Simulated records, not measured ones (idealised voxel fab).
You're looking at the process module voxel wiring stack.
It is cross-section cut that appears here, measuring 155 nm in width, its square cells being 5 nm in size.
Throughout this document, each cross-section is represented as a grid of square cells and is presented as a sequence of bands enumerated from the top downward, where a band comprises one or more rows of cells.
The entry gives the band's vertical extent as a top height and a bottom height in nm, then its horizontal make-up as materials from left to right, each with a width in nm. "blank" stands for empty space; a single material marked "edge to edge" fills the band edge to edge.
Height is counted from the level 0, under which the received wafer is composed throughout of one material. The lowest of the bands is not closed at the bottom but continues downward, in the notation "z 0 and below".
Graded width ("30->40"): value in top row of band = first number; value in bottom row = second number; row-to-row change constant.
"everything unchanged" means the step left every cell of the cross-section as it was.
If an empty space has no open way to the top and is at least 8 cells in size, "Closed void table" lists it, written width x height at distance, where distance is measured from the left edge and every value is in nm.
Formally, on a step line, whatever follows the settings is a remark that the simulator itself makes on the step.
The "overlay nm" setting may appear on a step's line; for a step that uses a mask, it gives how far to the right of its planned position the mask lay, and a negative value indicates the left.

## Listed below are the process steps as planned
- 1: RECEIVE: material Si
- 2: CONFORMAL_DEP: material SiO2, thk nm 10
- 3: DIRECTIONAL_DEP: material TiN, thk nm 5
- 4: DIRECTIONAL_DEP: material Ru, thk nm 25
- 5: PATTERN: tone cover, mask id METAL_1, material resist, width nm 30, pitch nm 45, thk nm 20, overlay nm 0
- 6: DIRECTIONAL_ETCH: etch materials Ru, depth nm 25
- 7: DIRECTIONAL_ETCH: etch materials TiN, depth nm 5
- 8: STRIP: etch materials resist
- 9: CONFORMAL_DEP: material SiN, thk nm 5
- 10: FILL_DEP: material SiO2, thk nm 5
- 11: CMP: height nm 40
- 12: CONFORMAL_DEP: material SiCN, thk nm 5
- 13: DIRECTIONAL_DEP: material SiO2, thk nm 30
- 14: DIRECTIONAL_DEP: material aC, thk nm 10
- 15: PATTERN: tone open, mask id METAL_2_HOLES, material resist, width nm 15, pitch nm 45, thk nm 25, overlay nm 0
- 16: DIRECTIONAL_ETCH: etch materials aC, depth nm 10
- 17: STRIP: etch materials resist
- 18: DIRECTIONAL_ETCH: etch materials SiO2, depth nm 30
- 19: STRIP: etch materials aC
- 20: DIRECTIONAL_DEP: material aC, thk nm 15
- 21: PATTERN: tone open, mask id METAL_2, material resist, width nm 30, pitch nm 45, thk nm 35, overlay nm 0
- 22: DIRECTIONAL_ETCH: etch materials aC, depth nm 15
- 23: STRIP: etch materials resist
- 24: DIRECTIONAL_ETCH: etch materials SiO2, depth nm 15
- 25: DIRECTIONAL_ETCH: etch materials SiCN, depth nm 5
- 26: STRIP: etch materials aC
- 27: CONFORMAL_DEP: material TiN, thk nm 5
- 28: FILL_DEP: material Cu, thk nm 5
- 29: CMP: height nm 75
- 30: CONFORMAL_DEP: material SiCN, thk nm 5
- 31: DIRECTIONAL_DEP: material lowk, thk nm 10
- 32: DIRECTIONAL_DEP: material aC, thk nm 15
- 33: PATTERN: tone open, mask id PLUG_2, material resist, width nm 15, pitch nm 45, thk nm 30, overlay nm 0
- 34: DIRECTIONAL_ETCH: etch materials aC, depth nm 15
- 35: STRIP: etch materials resist
- 36: DIRECTIONAL_ETCH: etch materials lowk, depth nm 10
- 37: DIRECTIONAL_ETCH: etch materials SiCN, depth nm 5
- 38: STRIP: etch materials aC
- 39: CONFORMAL_DEP: material TiN, thk nm 5
- 40: FILL_DEP: material Cu, thk nm 5
- 41: CMP: height nm 90
- 42: DIRECTIONAL_DEP: material TiN, thk nm 5
- 43: DIRECTIONAL_DEP: material W, thk nm 20
- 44: DIRECTIONAL_DEP: material aC, thk nm 15
- 45: PATTERN: tone cover, mask id METAL_3, material resist, width nm 30, pitch nm 45, thk nm 30, overlay nm 0
- 46: DIRECTIONAL_ETCH: etch materials aC, depth nm 15
- 47: STRIP: etch materials resist
- 48: DIRECTIONAL_ETCH: etch materials W, depth nm 20
- 49: DIRECTIONAL_ETCH: etch materials TiN, depth nm 5
- 50: STRIP: etch materials aC
- 51: CONFORMAL_DEP: material SiN, thk nm 5
- 52: FILL_DEP: material lowk, thk nm 5
- 53: CMP: height nm 115
- 54: CONFORMAL_DEP: material SiN, thk nm 5

## Cross-sectional view of the wafer in its as-received condition, corresponding to the state after step 1
	z 0 and below | Si edge to edge
	Closed void table: none

## Wafer cross-section at end of module: start and plan as shown above, one execution error
	z 120 to 115 | SiN edge to edge
	z 115 to 95 | lowk 10, then SiN 5, then W 30, then SiN 5, then lowk 5, then SiN 5, then W 30, then SiN 5, then lowk 5, then SiN 5, then W 30, then SiN 5, then lowk 15
	z 95 to 90 | SiN 15, then TiN 30, then SiN 15, then TiN 30, then SiN 15, then TiN 30, then SiN 20
	z 90 to 80 | lowk 15, then TiN 5, then Cu 5, then TiN 5, then lowk 30, then TiN 5, then Cu 5, then TiN 5, then lowk 30, then TiN 5, then Cu 5, then TiN 5, then lowk 35
	z 80 to 75 | SiCN 15, then TiN 15, then SiCN 30, then TiN 15, then SiCN 30, then TiN 15, then SiCN 35
	z 75 to 65 | SiO2 15, then TiN 5, then Cu 25, then TiN 5, then SiO2 10, then TiN 5, then Cu 25, then TiN 5, then SiO2 10, then TiN 5, then Cu 25, then TiN 5, then SiO2 15
	z 65 to 60 | SiO2 15, then TiN 5, then Cu 5, then TiN 25, then SiO2 10, then TiN 5, then Cu 5, then TiN 25, then SiO2 10, then TiN 5, then Cu 5, then TiN 25, then SiO2 15
	z 60 to 50 | SiO2 15, then TiN 5, then Cu 5, then TiN 5, then SiO2 30, then TiN 5, then Cu 5, then TiN 5, then SiO2 30, then TiN 5, then Cu 5, then TiN 5, then SiO2 35
	z 50 to 45 | SiO2 15, then TiN 15, then SiO2 30, then TiN 15, then SiO2 30, then TiN 15, then SiO2 35
	z 45 to 40 | SiCN 20, then TiN 10, then SiCN 35, then TiN 10, then SiCN 35, then TiN 10, then SiCN 35
	z 40 to 15 | SiO2 10, then SiN 5, then Ru 30, then SiN 5, then SiO2 5, then SiN 5, then Ru 30, then SiN 5, then SiO2 5, then SiN 5, then Ru 30, then SiN 5, then SiO2 15
	z 15 to 10 | SiN 15, then TiN 30, then SiN 15, then TiN 30, then SiN 15, then TiN 30, then SiN 20
	z 10 to 0 | SiO2 edge to edge
	z 0 and below | Si edge to edge
	Closed void table: none
What broke from the plan during processing? so step 21 ended up running with a different setting than we planned, it ran as PATTERN: tone open, mask id METAL_2, material resist, width nm 30, pitch nm 45, thk nm 35, overlay nm 5
